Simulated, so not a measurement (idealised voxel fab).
process module | voxel released beams
cross-section cut | 175 nm wide | cells 5 nm
A cross-section is a grid of square cells, given in bands from the top down. A band is one or more rows of cells.
Each band's line starts with the height of the band's top and of its bottom, in nm. Then come its materials from left to right, each with its width in nm. One material with "throughout" fills the band from edge to edge. "air" is empty space.
Height 0 is the level under which the wafer as received is all one material. The lowest band goes on downwards, as in "0 down".
A width such as "30 to 40" changes by the same amount from each row of cells to the next, from the band's top row to its bottom row.
"no change" after a step means that no cell of the cross-section changed.
closed voids: empty space of 8 cells or more with no open way to the top, each as width x height at its distance from the left edge, in nm
after a step's settings: what the simulator itself notes on the step
overlay nm, on a step with a mask: how far to the right of its planned place the mask lay; to the left if negative
plan
1 op RECEIVE | material Si
2 op CONFORMAL_DEP | material SiN | thk nm 10
3 op DIRECTIONAL_DEP | material SiO2 | thk nm 10
4 op MASKED_ETCH | tone open | mask id ANCHOR | width nm 25 | etch materials SiO2 | depth nm 10 | overlay nm 0
5 op CONFORMAL_DEP | material W | thk nm 10
6 op PATTERN | tone cover | mask id BEAM | material resist | width nm 70 | thk nm 15 | overlay nm 0
7 op DIRECTIONAL_ETCH | etch materials W | depth nm 10
8 op STRIP | etch materials resist
9 op STRIP | etch materials SiO2
as received, after step 1
  0 down: Si throughout
  closed voids: none
a wafer at the end: this start, this plan, one mistake
  25 to 20: air 50 | W 15 | air 5 | W 50 | air 55
  20 to 10: air 50 to 55 | W 70 to 25 | air 55 to 95
  10 to 0: SiN throughout
  0 down: Si throughout
  closed voids: none
what went wrong: step 3 ran as: op DIRECTIONAL_DEP | material SiO2 | thk nm 5
